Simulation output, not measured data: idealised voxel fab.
Documented hereafter: the process module known as voxel capacitor over wiring.
Shown is cross-section cut, with a width of 245 nm and square cells of size 5 nm.
For the purposes of this document, a cross-section shall be understood as a grid of square cells, specified as bands listed in top-to-bottom order, each band consisting of one or more rows of cells.
Read a band's entry like this: the first values are the height of its top and the height of its bottom in nm, and what follows is the sequence of materials from left to right, each with its width in nm. Note that "empty" is empty space, and that a single material marked "full width" reaches across the band from edge to edge.
We count height from 0. Below that, the starting wafer is all one material. The lowest band never ends at the bottom but goes on down; see "from 0 down" for how that is written.
With a width like "30..40", each row of cells in the band differs from the next by the same amount, the top row carrying the first number and the bottom row the second.
"nothing was modified" means the step left every cell of the cross-section as it was.
"Closed internal voids" lists enclosed empty spaces (at least 8 cells, no open path upward to the top), each as width x height at distance from the left edge, in nm.
What comes after the settings on a step's line is commentary from the simulator itself on that step.
overlay nm: for a step with a mask, the amount by which the mask lay right of where it was planned; a negative amount means left of it.
-- The steps planned for the process are as follows
| 1 | RECEIVE with material Si |
| 2 | CONFORMAL_DEP with material SiO2, thk nm 15 |
| 3 | CONFORMAL_DEP with material SiCN, thk nm 5 |
| 4 | DIRECTIONAL_DEP with material lowk, thk nm 25 |
| 5 | DIRECTIONAL_DEP with material aC, thk nm 15 |
| 6 | PATTERN with tone open, mask id METAL_1, material resist, width nm 20, pitch nm 90, thk nm 35, overlay nm 0 |
| 7 | DIRECTIONAL_ETCH with etch materials aC, depth nm 15 |
| 8 | STRIP with etch materials resist |
| 9 | DIRECTIONAL_ETCH with etch materials lowk, depth nm 25 |
| 10 | DIRECTIONAL_ETCH with etch materials SiCN, depth nm 5 |
| 11 | STRIP with etch materials aC |
| 12 | CONFORMAL_DEP with material TiN, thk nm 5 |
| 13 | FILL_DEP with material Cu, thk nm 5 |
| 14 | CMP with height nm 45 |
| 15 | EPI with material Ru, thk nm 5 |
| 16 | FILL_DEP with material SiCN, thk nm 5 |
| 17 | DIRECTIONAL_DEP with material SiO2, thk nm 20 |
| 18 | PATTERN with tone open, mask id PLUG_1, material resist, width nm 15, thk nm 20, overlay nm 0 |
| 19 | DIRECTIONAL_ETCH with etch materials SiO2, depth nm 20 |
| 20 | DIRECTIONAL_ETCH with etch materials SiCN, depth nm 5 |
| 21 | STRIP with etch materials resist |
| 22 | EPI with material Ru, thk nm 10 |
| 23 | EPI with material Ru, thk nm 10 |
| 24 | EPI with material Ru, thk nm 5 |
| 25 | DIRECTIONAL_DEP with material TiN, thk nm 5 |
| 26 | DIRECTIONAL_DEP with material Al2O3, thk nm 5 |
| 27 | DIRECTIONAL_DEP with material TiN, thk nm 5 |
| 28 | MASKED_ETCH with tone cover, mask id UPPER_PLATE, width nm 75, etch materials TiN, depth nm 5, overlay nm 0 |
| 29 | MASKED_ETCH with tone cover, mask id UPPER_PLATE, width nm 75, etch materials Al2O3, depth nm 5, overlay nm 0 |
| 30 | DIRECTIONAL_DEP with material aC, thk nm 15 |
| 31 | PATTERN with tone cover, mask id LOWER_PLATE, material resist, width nm 85, thk nm 30, overlay nm 0 |
| 32 | DIRECTIONAL_ETCH with etch materials aC, depth nm 15 |
| 33 | STRIP with etch materials resist |
| 34 | DIRECTIONAL_ETCH with etch materials TiN, depth nm 5 |
| 35 | STRIP with etch materials aC |
| 36 | FILL_DEP with material SiO2, thk nm 20 |
| 37 | CMP with height nm 105 |
| 38 | DIRECTIONAL_DEP with material aC, thk nm 15 |
| 39 | PATTERN with tone open, mask id PLUG_2, material resist, width nm 15, thk nm 35, overlay nm 0 |
| 40 | DIRECTIONAL_ETCH with etch materials aC, depth nm 15 |
| 41 | STRIP with etch materials resist |
| 42 | DIRECTIONAL_ETCH with etch materials SiO2, depth nm 15 |
| 43 | STRIP with etch materials aC |
| 44 | CONFORMAL_DEP with material TiN, thk nm 5 |
| 45 | FILL_DEP with material Cu, thk nm 10 |
| 46 | CMP with height nm 105 |
| 47 | CONFORMAL_DEP with material SiN, thk nm 5 |
-- As received (post step 1): cross-section
from 0 down: Si full width
Closed internal voids: none
-- Starting structure and process plan are as shown above, but one mistake was made in running the module; the wafer cross-section at the end of the module follows
from 110 to 105: SiN full width
from 105 to 95: SiO2: 80, TiN: 5, Cu: 10, TiN: 5, SiO2: 145
from 95 to 85: SiO2: 80..70, TiN: 20..75, SiO2: 145..100
from 85 to 80: SiO2: 70, Al2O3: 75, SiO2: 100
from 80 to 75: SiO2: 65, TiN: 85, SiO2: 95
from 75 to 55: SiO2: 70, Ru: 15, SiO2: 160
from 55 to 50: SiCN: 70, Ru: 15, SiCN: 160
from 50 to 45: SiCN: 60, Ru: 30, SiCN: 60, Ru: 30, SiCN: 65
from 45 to 20: lowk: 65, TiN: 5, Cu: 10, TiN: 5, lowk: 70, TiN: 5, Cu: 10, TiN: 5, lowk: 70
from 20 to 15: SiCN: 65, TiN: 20, SiCN: 70, TiN: 20, SiCN: 70
from 15 to 0: SiO2 full width
from 0 down: Si full width
Closed internal voids: none
Misprocessing identified: step 39: run off-plan, actual operation and settings PATTERN with tone open, mask id PLUG_2, material resist, width nm 20, thk nm 35, overlay nm 0
